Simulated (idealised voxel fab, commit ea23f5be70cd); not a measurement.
process module | voxel transistor to metal
cross-section cut | 275 nm wide | cells 5 nm
A cross-section is a grid of square cells, given in bands from the top down. A band is one or more rows of cells.
Each band's line starts with the height of the band's top and of its bottom, in nm. Then come its materials from left to right, each with its width in nm. One material with "throughout" fills the band from edge to edge. "air" is empty space.
Height 0 is the level under which the wafer as received is all one material. The lowest band goes on downwards, as in "0 down".
A width such as "30 to 40" changes by the same amount from each row of cells to the next, from the band's top row to its bottom row.
"no change" after a step means that no cell of the cross-section changed.
closed voids: empty space of 8 cells or more with no open way to the top, each as width x height at its distance from the left edge, in nm
after a step's settings: what the simulator itself notes on the step
overlay nm, on a step with a mask: how far to the right of its planned place the mask lay; to the left if negative
plan
1 op RECEIVE | material Si
2 op CONFORMAL_DEP | material SiO2 | thk nm 5
3 op CONFORMAL_DEP | material SiN | thk nm 15
4 op MASKED_ETCH | tone cover | mask id ACTIVE | width nm 105 | pitch nm 130 | etch materials SiN | depth nm 15 | overlay nm 0
5 op MASKED_ETCH | tone cover | mask id ACTIVE | width nm 105 | pitch nm 130 | etch materials SiO2 | depth nm 5 | overlay nm 0
6 op MASKED_ETCH | tone cover | mask id ACTIVE | width nm 105 | pitch nm 130 | etch materials Si | depth nm 25 | overlay nm 0
7 op FILL_DEP | material SiO2 | thk nm 5
8 op CMP | height nm 20
9 op SELECTIVE_ETCH | etch materials SiO2 | depth nm 10
10 op STRIP | etch materials SiN
11 op SELECTIVE_ETCH | etch materials SiO2 | depth nm 5
12 op OXIDIZE | depth nm 5
13 op DIRECTIONAL_DEP | material polySi | thk nm 25
14 op DIRECTIONAL_DEP | material SiCN | thk nm 10
15 op PATTERN | tone cover | mask id GATE | material resist | width nm 25 | pitch nm 130 | thk nm 20 | overlay nm 0
16 op DIRECTIONAL_ETCH | etch materials SiCN | depth nm 20
17 op DIRECTIONAL_ETCH | etch materials polySi | depth nm 35
18 op STRIP | etch materials resist
19 op CONFORMAL_DEP | material SiN | thk nm 5
20 op DIRECTIONAL_ETCH | etch materials SiN | depth nm 5
21 op DIRECTIONAL_ETCH | etch materials SiO2 | depth nm 5
22 op DIRECTIONAL_ETCH | etch materials Si | depth nm 5
23 op EPI | material nSi | thk nm 10
24 op FILL_DEP | material SiO2 | thk nm 10
25 op CMP | height nm 25
26 op STRIP | etch materials polySi
27 op SELECTIVE_ETCH | etch materials SiO2 | depth nm 5
28 op CONFORMAL_DEP | material HfO2 | thk nm 5
29 op CONFORMAL_DEP | material TiN | thk nm 5
30 op FILL_DEP | material W | thk nm 5
31 op CMP | height nm 20
32 op DIRECTIONAL_DEP | material SiO2 | thk nm 10
33 op PATTERN | tone open | mask id CONTACT | material resist | width nm 15 | thk nm 15 | overlay nm 0
34 op DIRECTIONAL_ETCH | etch materials SiO2 | depth nm 30
35 op STRIP | etch materials resist
36 op CONFORMAL_DEP | material TiN | thk nm 5
37 op FILL_DEP | material W | thk nm 5
38 op CMP | height nm 30
39 op CONFORMAL_DEP | material SiCN | thk nm 5
40 op DIRECTIONAL_DEP | material SiO2 | thk nm 15
41 op DIRECTIONAL_DEP | material aC | thk nm 15
42 op PATTERN | tone open | mask id METAL_1 | material resist | width nm 15 | thk nm 35 | overlay nm 0
43 op DIRECTIONAL_ETCH | etch materials aC | depth nm 15
44 op STRIP | etch materials resist
45 op DIRECTIONAL_ETCH | etch materials SiO2 | depth nm 15
46 op DIRECTIONAL_ETCH | etch materials SiCN | depth nm 5
47 op STRIP | etch materials aC
48 op CONFORMAL_DEP | material TiN | thk nm 5
49 op FILL_DEP | material W | thk nm 5
50 op CMP | height nm 50
51 op EPI | material Ru | thk nm 5
52 op FILL_DEP | material SiCN | thk nm 5
first wafer, as planned
as received, after step 1
  0 down: Si throughout
  closed voids: none
after step 2
  5 to 0: SiO2 throughout
  below 0: unchanged
after step 3
  20 to 5: SiN throughout
  below 5: unchanged
after step 4
  20 to 5: air 20 | SiN 105 | air 25 | SiN 105 | air 20
  below 5: unchanged
after step 5
  20 to 5: air 20 | SiN 105 | air 25 | SiN 105 | air 20
  5 to 0: air 20 | SiO2 105 | air 25 | SiO2 105 | air 20
  below 0: unchanged
after step 6
  20 to 5: air 20 | SiN 105 | air 25 | SiN 105 | air 20
  5 to 0: air 20 | SiO2 105 | air 25 | SiO2 105 | air 20
  0 to -25: air 20 | Si 105 | air 25 | Si 105 | air 20
  below -25: unchanged
after step 7
  25 to 20: SiO2 throughout
  20 to 5: SiO2 20 | SiN 105 | SiO2 25 | SiN 105 | SiO2 20
  5 to 0: SiO2 throughout
  0 to -25: SiO2 20 | Si 105 | SiO2 25 | Si 105 | SiO2 20
  below -25: unchanged
after step 8
  20 to 5: SiO2 20 | SiN 105 | SiO2 25 | SiN 105 | SiO2 20
  below 5: unchanged
after step 9
  20 to 10: air 20 | SiN 105 | air 25 | SiN 105 | air 20
  below 10: unchanged
after step 10
  10 to 5: SiO2 20 | air 105 | SiO2 25 | air 105 | SiO2 20
  below 5: unchanged
after step 11
  5 to 0: SiO2 15 | air 115 | SiO2 15 | air 115 | SiO2 15
  below 0: unchanged
after step 12
  5 to 0: SiO2 15 | air 115 | SiO2 15 | air 115 | SiO2 15
  0 to -5: SiO2 throughout
  below -5: unchanged
after step 13
  30 to 25: polySi 15 | air 115 | polySi 15 | air 115 | polySi 15
  25 to 5: polySi throughout
  5 to 0: SiO2 15 | polySi 115 | SiO2 15 | polySi 115 | SiO2 15
  below 0: unchanged
after step 14
  40 to 35: SiCN 15 | air 115 | SiCN 15 | air 115 | SiCN 15
  35 to 30: SiCN throughout
  30 to 25: polySi 15 | SiCN 115 | polySi 15 | SiCN 115 | polySi 15
  below 25: unchanged
after step 15
  60 to 40: air 60 | resist 25 | air 105 | resist 25 | air 60
  40 to 35: SiCN 15 | air 45 | resist 25 | air 45 | SiCN 15 | air 45 | resist 25 | air 45 | SiCN 15
  below 35: unchanged
after step 16
  60 to 35: air 60 | resist 25 | air 105 | resist 25 | air 60
  35 to 30: air 60 | SiCN 25 | air 105 | SiCN 25 | air 60
  30 to 25: polySi 15 | air 45 | SiCN 25 | air 45 | polySi 15 | air 45 | SiCN 25 | air 45 | polySi 15
  below 25: unchanged
after step 17
  60 to 35: air 60 | resist 25 | air 105 | resist 25 | air 60
  35 to 25: air 60 | SiCN 25 | air 105 | SiCN 25 | air 60
  25 to 5: air 60 | polySi 25 | air 105 | polySi 25 | air 60
  5 to 0: SiO2 15 | air 45 | polySi 25 | air 45 | SiO2 15 | air 45 | polySi 25 | air 45 | SiO2 15
  below 0: unchanged
after step 18
  35 to 25: air 60 | SiCN 25 | air 105 | SiCN 25 | air 60
  below 25: unchanged
after step 19
  40 to 35: air 55 | SiN 35 | air 95 | SiN 35 | air 55
  35 to 25: air 55 | SiN 5 | SiCN 25 | SiN 5 | air 95 | SiN 5 | SiCN 25 | SiN 5 | air 55
  25 to 10: air 55 | SiN 5 | polySi 25 | SiN 5 | air 95 | SiN 5 | polySi 25 | SiN 5 | air 55
  10 to 5: SiN 20 | air 35 | SiN 5 | polySi 25 | SiN 5 | air 35 | SiN 25 | air 35 | SiN 5 | polySi 25 | SiN 5 | air 35 | SiN 20
  5 to 0: SiO2 15 | SiN 45 | polySi 25 | SiN 45 | SiO2 15 | SiN 45 | polySi 25 | SiN 45 | SiO2 15
  below 0: unchanged
after step 20
  35 to 25: air 55 | SiN 5 | SiCN 25 | SiN 5 | air 95 | SiN 5 | SiCN 25 | SiN 5 | air 55
  25 to 5: air 55 | SiN 5 | polySi 25 | SiN 5 | air 95 | SiN 5 | polySi 25 | SiN 5 | air 55
  5 to 0: SiO2 15 | SiN 5 | air 35 | SiN 5 | polySi 25 | SiN 5 | air 35 | SiN 5 | SiO2 15 | SiN 5 | air 35 | SiN 5 | polySi 25 | SiN 5 | air 35 | SiN 5 | SiO2 15
  below 0: unchanged
after step 21
  35 to 25: air 55 | SiN 5 | SiCN 25 | SiN 5 | air 95 | SiN 5 | SiCN 25 | SiN 5 | air 55
  25 to 5: air 55 | SiN 5 | polySi 25 | SiN 5 | air 95 | SiN 5 | polySi 25 | SiN 5 | air 55
  5 to 0: air 15 | SiN 5 | air 35 | SiN 5 | polySi 25 | SiN 5 | air 35 | SiN 5 | air 15 | SiN 5 | air 35 | SiN 5 | polySi 25 | SiN 5 | air 35 | SiN 5 | air 15
  0 to -5: SiO2 20 | air 35 | SiO2 35 | air 35 | SiO2 25 | air 35 | SiO2 35 | air 35 | SiO2 20
  below -5: unchanged
after step 22
  35 to 25: air 55 | SiN 5 | SiCN 25 | SiN 5 | air 95 | SiN 5 | SiCN 25 | SiN 5 | air 55
  25 to 5: air 55 | SiN 5 | polySi 25 | SiN 5 | air 95 | SiN 5 | polySi 25 | SiN 5 | air 55
  5 to 0: air 15 | SiN 5 | air 35 | SiN 5 | polySi 25 | SiN 5 | air 35 | SiN 5 | air 15 | SiN 5 | air 35 | SiN 5 | polySi 25 | SiN 5 | air 35 | SiN 5 | air 15
  0 to -5: SiO2 20 | air 35 | SiO2 35 | air 35 | SiO2 25 | air 35 | SiO2 35 | air 35 | SiO2 20
  -5 to -10: SiO2 20 | air 35 | Si 35 | air 35 | SiO2 25 | air 35 | Si 35 | air 35 | SiO2 20
  below -10: unchanged
after step 23
  35 to 25: air 55 | SiN 5 | SiCN 25 | SiN 5 | air 95 | SiN 5 | SiCN 25 | SiN 5 | air 55
  25 to 5: air 55 | SiN 5 | polySi 25 | SiN 5 | air 95 | SiN 5 | polySi 25 | SiN 5 | air 55
  5 to 0: air 15 | SiN 5 | air 25 | nSi 10 | SiN 5 | polySi 25 | SiN 5 | nSi 10 | air 25 | SiN 5 | air 15 | SiN 5 | air 25 | nSi 10 | SiN 5 | polySi 25 | SiN 5 | nSi 10 | air 25 | SiN 5 | air 15
  0 to -5: SiO2 20 | nSi 35 | SiO2 35 | nSi 35 | SiO2 25 | nSi 35 | SiO2 35 | nSi 35 | SiO2 20
  -5 to -10: SiO2 20 | nSi 35 | Si 35 | nSi 35 | SiO2 25 | nSi 35 | Si 35 | nSi 35 | SiO2 20
  below -10: unchanged
after step 24
  45 to 35: SiO2 throughout
  35 to 25: SiO2 55 | SiN 5 | SiCN 25 | SiN 5 | SiO2 95 | SiN 5 | SiCN 25 | SiN 5 | SiO2 55
  25 to 5: SiO2 55 | SiN 5 | polySi 25 | SiN 5 | SiO2 95 | SiN 5 | polySi 25 | SiN 5 | SiO2 55
  5 to 0: SiO2 15 | SiN 5 | SiO2 25 | nSi 10 | SiN 5 | polySi 25 | SiN 5 | nSi 10 | SiO2 25 | SiN 5 | SiO2 15 | SiN 5 | SiO2 25 | nSi 10 | SiN 5 | polySi 25 | SiN 5 | nSi 10 | SiO2 25 | SiN 5 | SiO2 15
  below 0: unchanged
after step 25
  25 to 5: SiO2 55 | SiN 5 | polySi 25 | SiN 5 | SiO2 95 | SiN 5 | polySi 25 | SiN 5 | SiO2 55
  below 5: unchanged
after step 26
  25 to 5: SiO2 55 | SiN 5 | air 25 | SiN 5 | SiO2 95 | SiN 5 | air 25 | SiN 5 | SiO2 55
  5 to 0: SiO2 15 | SiN 5 | SiO2 25 | nSi 10 | SiN 5 | air 25 | SiN 5 | nSi 10 | SiO2 25 | SiN 5 | SiO2 15 | SiN 5 | SiO2 25 | nSi 10 | SiN 5 | air 25 | SiN 5 | nSi 10 | SiO2 25 | SiN 5 | SiO2 15
  below 0: unchanged
after step 27
  25 to 20: air 55 | SiN 5 | air 25 | SiN 5 | air 95 | SiN 5 | air 25 | SiN 5 | air 55
  20 to 5: SiO2 55 | SiN 5 | air 25 | SiN 5 | SiO2 95 | SiN 5 | air 25 | SiN 5 | SiO2 55
  5 to 0: SiO2 15 | SiN 5 | SiO2 25 | nSi 10 | SiN 5 | air 25 | SiN 5 | nSi 10 | SiO2 25 | SiN 5 | SiO2 15 | SiN 5 | SiO2 25 | nSi 10 | SiN 5 | air 25 | SiN 5 | nSi 10 | SiO2 25 | SiN 5 | SiO2 15
  0 to -5: SiO2 20 | nSi 35 | air 35 | nSi 35 | SiO2 25 | nSi 35 | air 35 | nSi 35 | SiO2 20
  below -5: unchanged
after step 28
  30 to 25: air 50 | HfO2 15 | air 15 | HfO2 15 | air 85 | HfO2 15 | air 15 | HfO2 15 | air 50
  25 to 20: HfO2 55 | SiN 5 | HfO2 5 | air 15 | HfO2 5 | SiN 5 | HfO2 95 | SiN 5 | HfO2 5 | air 15 | HfO2 5 | SiN 5 | HfO2 55
  20 to 5: SiO2 55 | SiN 5 | HfO2 5 | air 15 | HfO2 5 | SiN 5 | SiO2 95 | SiN 5 | HfO2 5 | air 15 | HfO2 5 | SiN 5 | SiO2 55
  5 to 0: SiO2 15 | SiN 5 | SiO2 25 | nSi 10 | SiN 5 | HfO2 5 | air 15 | HfO2 5 | SiN 5 | nSi 10 | SiO2 25 | SiN 5 | SiO2 15 | SiN 5 | SiO2 25 | nSi 10 | SiN 5 | HfO2 5 | air 15 | HfO2 5 | SiN 5 | nSi 10 | SiO2 25 | SiN 5 | SiO2 15
  0 to -5: SiO2 20 | nSi 35 | HfO2 35 | nSi 35 | SiO2 25 | nSi 35 | HfO2 35 | nSi 35 | SiO2 20
  below -5: unchanged
after step 29
  35 to 30: air 45 | TiN 25 | air 5 | TiN 25 | air 75 | TiN 25 | air 5 | TiN 25 | air 45
  30 to 25: TiN 50 | HfO2 15 | TiN 5 | air 5 | TiN 5 | HfO2 15 | TiN 85 | HfO2 15 | TiN 5 | air 5 | TiN 5 | HfO2 15 | TiN 50
  25 to 20: HfO2 55 | SiN 5 | HfO2 5 | TiN 5 | air 5 | TiN 5 | HfO2 5 | SiN 5 | HfO2 95 | SiN 5 | HfO2 5 | TiN 5 | air 5 | TiN 5 | HfO2 5 | SiN 5 | HfO2 55
  20 to 5: SiO2 55 | SiN 5 | HfO2 5 | TiN 5 | air 5 | TiN 5 | HfO2 5 | SiN 5 | SiO2 95 | SiN 5 | HfO2 5 | TiN 5 | air 5 | TiN 5 | HfO2 5 | SiN 5 | SiO2 55
  5 to 0: SiO2 15 | SiN 5 | SiO2 25 | nSi 10 | SiN 5 | HfO2 5 | TiN 15 | HfO2 5 | SiN 5 | nSi 10 | SiO2 25 | SiN 5 | SiO2 15 | SiN 5 | SiO2 25 | nSi 10 | SiN 5 | HfO2 5 | TiN 15 | HfO2 5 | SiN 5 | nSi 10 | SiO2 25 | SiN 5 | SiO2 15
  below 0: unchanged
after step 30
  40 to 35: W throughout
  35 to 30: W 45 | TiN 25 | W 5 | TiN 25 | W 75 | TiN 25 | W 5 | TiN 25 | W 45
  30 to 25: TiN 50 | HfO2 15 | TiN 5 | W 5 | TiN 5 | HfO2 15 | TiN 85 | HfO2 15 | TiN 5 | W 5 | TiN 5 | HfO2 15 | TiN 50
  25 to 20: HfO2 55 | SiN 5 | HfO2 5 | TiN 5 | W 5 | TiN 5 | HfO2 5 | SiN 5 | HfO2 95 | SiN 5 | HfO2 5 | TiN 5 | W 5 | TiN 5 | HfO2 5 | SiN 5 | HfO2 55
  20 to 5: SiO2 55 | SiN 5 | HfO2 5 | TiN 5 | W 5 | TiN 5 | HfO2 5 | SiN 5 | SiO2 95 | SiN 5 | HfO2 5 | TiN 5 | W 5 | TiN 5 | HfO2 5 | SiN 5 | SiO2 55
  below 5: unchanged
after step 31
  20 to 5: SiO2 55 | SiN 5 | HfO2 5 | TiN 5 | W 5 | TiN 5 | HfO2 5 | SiN 5 | SiO2 95 | SiN 5 | HfO2 5 | TiN 5 | W 5 | TiN 5 | HfO2 5 | SiN 5 | SiO2 55
  below 5: unchanged
after step 32
  30 to 20: SiO2 throughout
  below 20: unchanged
after step 33
  45 to 30: resist 30 | air 15 | resist 55 | air 15 | resist 45 | air 15 | resist 55 | air 15 | resist 30
  below 30: unchanged
after step 34
  45 to 30: resist 30 | air 15 | resist 55 | air 15 | resist 45 | air 15 | resist 55 | air 15 | resist 30
  30 to 20: SiO2 30 | air 15 | SiO2 55 | air 15 | SiO2 45 | air 15 | SiO2 55 | air 15 | SiO2 30
  20 to 5: SiO2 30 | air 15 | SiO2 10 | SiN 5 | HfO2 5 | TiN 5 | W 5 | TiN 5 | HfO2 5 | SiN 5 | SiO2 10 | air 15 | SiO2 45 | air 15 | SiO2 10 | SiN 5 | HfO2 5 | TiN 5 | W 5 | TiN 5 | HfO2 5 | SiN 5 | SiO2 10 | air 15 | SiO2 30
  5 to 0: SiO2 15 | SiN 5 | SiO2 10 | air 15 | nSi 10 | SiN 5 | HfO2 5 | TiN 15 | HfO2 5 | SiN 5 | nSi 10 | air 15 | SiO2 10 | SiN 5 | SiO2 15 | SiN 5 | SiO2 10 | air 15 | nSi 10 | SiN 5 | HfO2 5 | TiN 15 | HfO2 5 | SiN 5 | nSi 10 | air 15 | SiO2 10 | SiN 5 | SiO2 15
  below 0: unchanged
after step 35
  30 to 20: SiO2 30 | air 15 | SiO2 55 | air 15 | SiO2 45 | air 15 | SiO2 55 | air 15 | SiO2 30
  below 20: unchanged
after step 36
  35 to 30: TiN 35 | air 5 | TiN 65 | air 5 | TiN 55 | air 5 | TiN 65 | air 5 | TiN 35
  30 to 20: SiO2 30 | TiN 5 | air 5 | TiN 5 | SiO2 55 | TiN 5 | air 5 | TiN 5 | SiO2 45 | TiN 5 | air 5 | TiN 5 | SiO2 55 | TiN 5 | air 5 | TiN 5 | SiO2 30
  20 to 5: SiO2 30 | TiN 5 | air 5 | TiN 5 | SiO2 10 | SiN 5 | HfO2 5 | TiN 5 | W 5 | TiN 5 | HfO2 5 | SiN 5 | SiO2 10 | TiN 5 | air 5 | TiN 5 | SiO2 45 | TiN 5 | air 5 | TiN 5 | SiO2 10 | SiN 5 | HfO2 5 | TiN 5 | W 5 | TiN 5 | HfO2 5 | SiN 5 | SiO2 10 | TiN 5 | air 5 | TiN 5 | SiO2 30
  5 to 0: SiO2 15 | SiN 5 | SiO2 10 | TiN 15 | nSi 10 | SiN 5 | HfO2 5 | TiN 15 | HfO2 5 | SiN 5 | nSi 10 | TiN 15 | SiO2 10 | SiN 5 | SiO2 15 | SiN 5 | SiO2 10 | TiN 15 | nSi 10 | SiN 5 | HfO2 5 | TiN 15 | HfO2 5 | SiN 5 | nSi 10 | TiN 15 | SiO2 10 | SiN 5 | SiO2 15
  below 0: unchanged
after step 37
  40 to 35: W throughout
  35 to 30: TiN 35 | W 5 | TiN 65 | W 5 | TiN 55 | W 5 | TiN 65 | W 5 | TiN 35
  30 to 20: SiO2 30 | TiN 5 | W 5 | TiN 5 | SiO2 55 | TiN 5 | W 5 | TiN 5 | SiO2 45 | TiN 5 | W 5 | TiN 5 | SiO2 55 | TiN 5 | W 5 | TiN 5 | SiO2 30
  20 to 5: SiO2 30 | TiN 5 | W 5 | TiN 5 | SiO2 10 | SiN 5 | HfO2 5 | TiN 5 | W 5 | TiN 5 | HfO2 5 | SiN 5 | SiO2 10 | TiN 5 | W 5 | TiN 5 | SiO2 45 | TiN 5 | W 5 | TiN 5 | SiO2 10 | SiN 5 | HfO2 5 | TiN 5 | W 5 | TiN 5 | HfO2 5 | SiN 5 | SiO2 10 | TiN 5 | W 5 | TiN 5 | SiO2 30
  below 5: unchanged
after step 38
  30 to 20: SiO2 30 | TiN 5 | W 5 | TiN 5 | SiO2 55 | TiN 5 | W 5 | TiN 5 | SiO2 45 | TiN 5 | W 5 | TiN 5 | SiO2 55 | TiN 5 | W 5 | TiN 5 | SiO2 30
  below 20: unchanged
after step 39
  35 to 30: SiCN throughout
  below 30: unchanged
after step 40
  50 to 35: SiO2 throughout
  below 35: unchanged
after step 41
  65 to 50: aC throughout
  below 50: unchanged
after step 42
  100 to 65: resist 30 | air 15 | resist 55 | air 15 | resist 45 | air 15 | resist 55 | air 15 | resist 30
  below 65: unchanged
after step 43
  85 to 65: resist 30 | air 15 | resist 55 | air 15 | resist 45 | air 15 | resist 55 | air 15 | resist 30
  65 to 50: aC 30 | air 15 | aC 55 | air 15 | aC 45 | air 15 | aC 55 | air 15 | aC 30
  below 50: unchanged
after step 44
  65 to 50: aC 30 | air 15 | aC 55 | air 15 | aC 45 | air 15 | aC 55 | air 15 | aC 30
  below 50: unchanged
after step 45
  65 to 50: aC 30 | air 15 | aC 55 | air 15 | aC 45 | air 15 | aC 55 | air 15 | aC 30
  50 to 35: SiO2 30 | air 15 | SiO2 55 | air 15 | SiO2 45 | air 15 | SiO2 55 | air 15 | SiO2 30
  below 35: unchanged
after step 46
  65 to 50: aC 30 | air 15 | aC 55 | air 15 | aC 45 | air 15 | aC 55 | air 15 | aC 30
  50 to 35: SiO2 30 | air 15 | SiO2 55 | air 15 | SiO2 45 | air 15 | SiO2 55 | air 15 | SiO2 30
  35 to 30: SiCN 30 | air 15 | SiCN 55 | air 15 | SiCN 45 | air 15 | SiCN 55 | air 15 | SiCN 30
  below 30: unchanged
after step 47
  50 to 35: SiO2 30 | air 15 | SiO2 55 | air 15 | SiO2 45 | air 15 | SiO2 55 | air 15 | SiO2 30
  below 35: unchanged
after step 48
  55 to 50: TiN 35 | air 5 | TiN 65 | air 5 | TiN 55 | air 5 | TiN 65 | air 5 | TiN 35
  50 to 35: SiO2 30 | TiN 5 | air 5 | TiN 5 | SiO2 55 | TiN 5 | air 5 | TiN 5 | SiO2 45 | TiN 5 | air 5 | TiN 5 | SiO2 55 | TiN 5 | air 5 | TiN 5 | SiO2 30
  35 to 30: SiCN 30 | TiN 15 | SiCN 55 | TiN 15 | SiCN 45 | TiN 15 | SiCN 55 | TiN 15 | SiCN 30
  below 30: unchanged
after step 49
  60 to 55: W throughout
  55 to 50: TiN 35 | W 5 | TiN 65 | W 5 | TiN 55 | W 5 | TiN 65 | W 5 | TiN 35
  50 to 35: SiO2 30 | TiN 5 | W 5 | TiN 5 | SiO2 55 | TiN 5 | W 5 | TiN 5 | SiO2 45 | TiN 5 | W 5 | TiN 5 | SiO2 55 | TiN 5 | W 5 | TiN 5 | SiO2 30
  below 35: unchanged
after step 50
  50 to 35: SiO2 30 | TiN 5 | W 5 | TiN 5 | SiO2 55 | TiN 5 | W 5 | TiN 5 | SiO2 45 | TiN 5 | W 5 | TiN 5 | SiO2 55 | TiN 5 | W 5 | TiN 5 | SiO2 30
  below 35: unchanged
after step 51
  55 to 50: air 25 | Ru 25 | air 45 | Ru 25 | air 35 | Ru 25 | air 45 | Ru 25 | air 25
  below 50: unchanged
after step 52
  60 to 55: SiCN throughout
  55 to 50: SiCN 25 | Ru 25 | SiCN 45 | Ru 25 | SiCN 35 | Ru 25 | SiCN 45 | Ru 25 | SiCN 25
  below 50: unchanged
second wafer: like start, like plan, one mistake. Through step 41 it matches the first wafer
when step 42 should have ended
  100 to 65: air 30 | resist 15 | air 55 | resist 15 | air 45 | resist 15 | air 55 | resist 15 | air 30
  below 65: unchanged
when step 43 should have ended
  85 to 65: air 30 | resist 15 | air 55 | resist 15 | air 45 | resist 15 | air 55 | resist 15 | air 30
  65 to 50: air 30 | aC 15 | air 55 | aC 15 | air 45 | aC 15 | air 55 | aC 15 | air 30
  below 50: unchanged
when step 44 should have ended
  65 to 50: air 30 | aC 15 | air 55 | aC 15 | air 45 | aC 15 | air 55 | aC 15 | air 30
  below 50: unchanged
when step 45 should have ended
  65 to 50: air 30 | aC 15 | air 55 | aC 15 | air 45 | aC 15 | air 55 | aC 15 | air 30
  50 to 35: air 30 | SiO2 15 | air 55 | SiO2 15 | air 45 | SiO2 15 | air 55 | SiO2 15 | air 30
  below 35: unchanged
when step 46 should have ended
  65 to 50: air 30 | aC 15 | air 55 | aC 15 | air 45 | aC 15 | air 55 | aC 15 | air 30
  50 to 35: air 30 | SiO2 15 | air 55 | SiO2 15 | air 45 | SiO2 15 | air 55 | SiO2 15 | air 30
  35 to 30: air 30 | SiCN 15 | air 55 | SiCN 15 | air 45 | SiCN 15 | air 55 | SiCN 15 | air 30
  below 30: unchanged
when step 47 should have ended
  50 to 35: air 30 | SiO2 15 | air 55 | SiO2 15 | air 45 | SiO2 15 | air 55 | SiO2 15 | air 30
  below 35: unchanged
when step 48 should have ended
  55 to 50: air 25 | TiN 25 | air 45 | TiN 25 | air 35 | TiN 25 | air 45 | TiN 25 | air 25
  50 to 35: air 25 | TiN 5 | SiO2 15 | TiN 5 | air 45 | TiN 5 | SiO2 15 | TiN 5 | air 35 | TiN 5 | SiO2 15 | TiN 5 | air 45 | TiN 5 | SiO2 15 | TiN 5 | air 25
  35 to 30: TiN 30 | SiCN 15 | TiN 55 | SiCN 15 | TiN 45 | SiCN 15 | TiN 55 | SiCN 15 | TiN 30
  below 30: unchanged
when step 49 should have ended
  60 to 55: W throughout
  55 to 50: W 25 | TiN 25 | W 45 | TiN 25 | W 35 | TiN 25 | W 45 | TiN 25 | W 25
  50 to 35: W 25 | TiN 5 | SiO2 15 | TiN 5 | W 45 | TiN 5 | SiO2 15 | TiN 5 | W 35 | TiN 5 | SiO2 15 | TiN 5 | W 45 | TiN 5 | SiO2 15 | TiN 5 | W 25
  below 35: unchanged
when step 50 should have ended
  50 to 35: W 25 | TiN 5 | SiO2 15 | TiN 5 | W 45 | TiN 5 | SiO2 15 | TiN 5 | W 35 | TiN 5 | SiO2 15 | TiN 5 | W 45 | TiN 5 | SiO2 15 | TiN 5 | W 25
  below 35: unchanged
when step 51 should have ended
  55 to 50: Ru 35 | air 5 | Ru 65 | air 5 | Ru 55 | air 5 | Ru 65 | air 5 | Ru 35
  below 50: unchanged
when step 52 should have ended
  60 to 55: SiCN throughout
  55 to 50: Ru 35 | SiCN 5 | Ru 65 | SiCN 5 | Ru 55 | SiCN 5 | Ru 65 | SiCN 5 | Ru 35
  below 50: unchanged
what went wrong: step 42 ran as: op PATTERN | tone cover | mask id METAL_1 | material resist | width nm 15 | thk nm 35 | overlay nm 0
at the end the second wafer has, in cells: 31 more of Ru | 62 fewer of SiCN | 93 fewer of SiO2 | 31 more of TiN | 93 more of W
